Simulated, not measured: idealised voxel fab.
Process module, titled voxel ribs on slabs
Displayed cross-section: cut, width of 190 nm, square cells sized 5 nm.
How to read a cross-section here: the picture is a grid of square cells, written as bands going from the top down, and any band can span one or more rows of cells. Band entry format. Leading values: height of top, height of bottom, nm. Remainder: materials in left-to-right order, each with its width in nm. Special words: "edge to edge" on a single material, which then fills the band edge to edge; "blank", empty space. Convention: height 0 is the level below which the wafer, as received, is all one material. The lowest band does not terminate at the bottom but continues downward, represented as "z 0 and below". A width such as "30..40" changes by the same amount from each row of cells to the next, from the band's top row to its bottom row. What does "no alteration" mean for a step? It means no cell of the cross-section changed in that step. Voids not open to the top, 8 cells minimum: see "Voids, enclosed". Written width x height at distance; distance is from the left edge; nm. Text after the settings on a step's line: the simulator's own remark on that step. overlay nm: how far to the right of its planned place the mask lay on this masked step (negative: to the left).
### Process steps (planned)
1,RECEIVE with material Si
2,DIRECTIONAL_DEP with material SiO2, thk nm 25
3,DIRECTIONAL_DEP with material SiN, thk nm 15
4,PATTERN with tone cover, mask id RIB, material resist, width nm 20, thk nm 20, overlay nm 0
5,DIRECTIONAL_ETCH with etch materials SiN, depth nm 5
6,STRIP with etch materials resist
7,MASKED_ETCH with tone cover, mask id SLAB, width nm 80, etch materials SiN, depth nm 10, overlay nm 0
8,FILL_DEP with material SiO2, thk nm 20
9,CMP with height nm 50
10,DIRECTIONAL_DEP with material TiN, thk nm 10
11,PATTERN with tone cover, mask id HEATER, material resist, width nm 40, thk nm 20, overlay nm 0
12,DIRECTIONAL_ETCH with etch materials TiN, depth nm 10
13,STRIP with etch materials resist
14,CONFORMAL_DEP with material SiN, thk nm 5
Be aware that, although all wafers share a common starting state, the width nm at step 4 differs among them, and the plan displays the first wafer's value.
### After step 1, as received: first of several wafers, cross-section
    z 0 and below: Si edge to edge
    Voids, enclosed: none
### Cross-section, first of several wafers, end of module, after last step 14
    z 65 to 60: blank 70; SiN 50; blank 70
    z 60 to 55: blank 70; SiN 5; TiN 40; SiN 5; blank 70
    z 55 to 50: SiN 75; TiN 40; SiN 75
    z 50 to 40: SiO2 edge to edge
    z 40 to 35: SiO2 85; SiN 20; SiO2 85
    z 35 to 25: SiO2 55; SiN 80; SiO2 55
    z 25 to 0: SiO2 edge to edge
    z 0 and below: Si edge to edge
    Voids, enclosed: none
### Sectional view of the last wafer upon completion of the module
    z 65 to 60: blank 70; SiN 50; blank 70
    z 60 to 55: blank 70; SiN 5; TiN 40; SiN 5; blank 70
    z 55 to 50: SiN 75; TiN 40; SiN 75
    z 50 to 40: SiO2 edge to edge
    z 40 to 35: SiO2 75; SiN 45; SiO2 70
    z 35 to 25: SiO2 55; SiN 80; SiO2 55
    z 25 to 0: SiO2 edge to edge
    z 0 and below: Si edge to edge
    Voids, enclosed: none
### What follows is a table in which each wafer occupies a row; for the wafer as it stands at the close of the module, the row states, material by material, how many cells have been gained (+) or lost (-) since receipt, and then gives its closed voids
width nm 20, +78 SiN, +344 SiO2, +16 TiN, Voids, enclosed: none
width nm 25, +79 SiN, +343 SiO2, +16 TiN, Voids, enclosed: none
width nm 30, +80 SiN, +342 SiO2, +16 TiN, Voids, enclosed: none
width nm 35, +81 SiN, +341 SiO2, +16 TiN, Voids, enclosed: none
width nm 40, +82 SiN, +340 SiO2, +16 TiN, Voids, enclosed: none
width nm 45, +83 SiN, +339 SiO2, +16 TiN, Voids, enclosed: none
